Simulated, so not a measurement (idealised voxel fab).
Presented below is a process module, voxel capacitor over wiring.
Cross-sectional view cut (width: 140 nm; square cell size: 5 nm).
Format of a cross-section: grid, square cells. Given as bands. Order: top down. Band: one or more rows of cells.
Top, bottom (nm), then materials left to right with widths (nm); lone material tagged "everywhere" fills the whole band edge to edge; "air" = empty space.
Height datum 0, below which the as-received substrate wafer is one material. Lowest band open at the bottom, running downward: "top 0, no bottom".
The expression "30..40" gives the width at the extremes of the band, the first number at its top row of cells and the second at its bottom row, with the width changing by equal amounts from each row to the next in between.
You'll sometimes find "no change" written for a step, and that's the way of saying that nowhere in the cross-section did a cell change during that step.
Empty spaces without an open route to the top, at least 8 cells in extent, make up the entry "Enclosed void inventory"; each is given as width x height at distance, where the distance is measured from the left edge, and all are in nm.
Formally, on a step line, whatever follows the settings is a remark that the simulator itself makes on the step.
What "overlay nm" on a step's line means: if the step has a mask, that mask lay this far to the right of its planned place, or, when the value is negative, to the left.
-- Intended process steps
| 1 | op RECEIVE | material Si |
| 2 | op CONFORMAL_DEP | material SiO2 | thk nm 10 |
| 3 | op DIRECTIONAL_DEP | material TiN | thk nm 5 |
| 4 | op DIRECTIONAL_DEP | material Ru | thk nm 15 |
| 5 | op MASKED_ETCH | tone cover | mask id METAL_1 | width nm 20 | pitch nm 80 | etch materials Ru | depth nm 15 | overlay nm 0 |
| 6 | op MASKED_ETCH | tone cover | mask id METAL_1 | width nm 20 | pitch nm 80 | etch materials TiN | depth nm 5 | overlay nm 0 |
| 7 | op CONFORMAL_DEP | material SiCN | thk nm 5 |
| 8 | op FILL_DEP | material SiO2 | thk nm 10 |
| 9 | op CMP | height nm 30 |
| 10 | op CONFORMAL_DEP | material SiCN | thk nm 5 |
| 11 | op DIRECTIONAL_DEP | material lowk | thk nm 15 |
| 12 | op MASKED_ETCH | tone open | mask id PLUG_1 | width nm 15 | etch materials lowk | depth nm 15 | overlay nm 0 |
| 13 | op MASKED_ETCH | tone open | mask id PLUG_1 | width nm 15 | etch materials SiCN | depth nm 5 | overlay nm 0 |
| 14 | op EPI | material Ru | thk nm 10 |
| 15 | op EPI | material Ru | thk nm 10 |
| 16 | op DIRECTIONAL_DEP | material TiN | thk nm 10 |
| 17 | op DIRECTIONAL_DEP | material SiN | thk nm 5 |
| 18 | op DIRECTIONAL_DEP | material TiN | thk nm 5 |
| 19 | op PATTERN | tone cover | mask id UPPER_PLATE | material resist | width nm 65 | thk nm 15 | overlay nm 0 |
| 20 | op DIRECTIONAL_ETCH | etch materials TiN | depth nm 5 |
| 21 | op DIRECTIONAL_ETCH | etch materials SiN | depth nm 5 |
| 22 | op STRIP | etch materials resist |
| 23 | op DIRECTIONAL_DEP | material aC | thk nm 15 |
| 24 | op PATTERN | tone cover | mask id LOWER_PLATE | material resist | width nm 75 | thk nm 30 | overlay nm 0 |
| 25 | op DIRECTIONAL_ETCH | etch materials aC | depth nm 15 |
| 26 | op STRIP | etch materials resist |
| 27 | op DIRECTIONAL_ETCH | etch materials TiN | depth nm 10 |
| 28 | op STRIP | etch materials aC |
| 29 | op FILL_DEP | material SiO2 | thk nm 15 |
| 30 | op CMP | height nm 80 |
| 31 | op PATTERN | tone open | mask id PLUG_2 | material resist | width nm 15 | thk nm 15 | overlay nm 0 |
| 32 | op DIRECTIONAL_ETCH | etch materials SiO2 | depth nm 10 |
| 33 | op STRIP | etch materials resist |
| 34 | op CONFORMAL_DEP | material TiN | thk nm 5 |
| 35 | op FILL_DEP | material W | thk nm 5 |
| 36 | op CMP | height nm 80 |
| 37 | op CONFORMAL_DEP | material SiN | thk nm 5 |
-- As-received wafer cross-section (after step 1)
  top 0, no bottom | Si everywhere
  Enclosed void inventory: none
-- Look at the cross-section after the module: the wafer started out the way shown above and the plan was the one shown above, yet one mistake was made along the way
  top 85, bottom 80 | SiN everywhere
  top 80, bottom 75 | SiO2 35 nm; TiN 5 nm; W 5 nm; TiN 5 nm; SiO2 90 nm
  top 75, bottom 65 | SiO2 35..25 nm; TiN 15..65 nm; SiO2 90..50 nm
  top 65, bottom 60 | SiO2 25 nm; SiN 65 nm; SiO2 50 nm
  top 60, bottom 50 | SiO2 20 nm; TiN 75 nm; SiO2 45 nm
  top 50, bottom 35 | lowk 25 nm; Ru 15 nm; lowk 100 nm
  top 35, bottom 30 | SiCN 25 nm; Ru 15 nm; SiCN 100 nm
  top 30, bottom 20 | SiO2 15 nm; SiCN 5 nm; Ru 20 nm; SiCN 5 nm; SiO2 50 nm; SiCN 5 nm; Ru 20 nm; SiCN 5 nm; SiO2 15 nm
  top 20, bottom 15 | SiCN 20 nm; Ru 20 nm; SiCN 60 nm; Ru 20 nm; SiCN 20 nm
  top 15, bottom 10 | W everywhere
  top 10, bottom 0 | SiO2 everywhere
  top 0, no bottom | Si everywhere
  Enclosed void inventory: none
What was done differently from what was planned? rather than as planned, step 3 actually ran as op DIRECTIONAL_DEP | material W | thk nm 5
